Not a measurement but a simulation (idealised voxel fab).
process module | voxel double patterning
cross-section cut | 200 nm wide | cells 5 nm
A cross-section is a grid of square cells, given in bands from the top down. A band is one or more rows of cells.
Each band's line starts with the height of the band's top and of its bottom, in nm. Then come its materials from left to right, each with its width in nm. One material with "throughout" fills the band from edge to edge. "air" is empty space.
Height 0 is the level under which the wafer as received is all one material. The lowest band goes on downwards, as in "0 down".
A width such as "30 to 40" changes by the same amount from each row of cells to the next, from the band's top row to its bottom row.
"no change" after a step means that no cell of the cross-section changed.
closed voids: empty space of 8 cells or more with no open way to the top, each as width x height at its distance from the left edge, in nm
after a step's settings: what the simulator itself notes on the step
overlay nm, on a step with a mask: how far to the right of its planned place the mask lay; to the left if negative
plan
1 op RECEIVE | material Si
2 op CONFORMAL_DEP | material SiO2 | thk nm 10
3 op DIRECTIONAL_DEP | material W | thk nm 10
4 op DIRECTIONAL_DEP | material SiN | thk nm 10
5 op MASKED_ETCH | tone open | mask id FIRST | width nm 15 | pitch nm 50 | etch materials SiN | depth nm 10 | overlay nm 0
6 op MASKED_ETCH | tone open | mask id SECOND | width nm 15 | etch materials SiN | depth nm 10 | overlay nm 0
7 op DIRECTIONAL_ETCH | etch materials W | depth nm 10
8 op STRIP | etch materials SiN
as received, after step 1
  0 down: Si throughout
  closed voids: none
a wafer at the end: this start, this plan, one mistake
  20 to 10: W 65 | air 15 | W 10 | air 15 | W 10 | air 15 | W 70
  10 to 0: W throughout
  0 down: Si throughout
  closed voids: none
what went wrong: step 2 ran as: op CONFORMAL_DEP | material W | thk nm 10
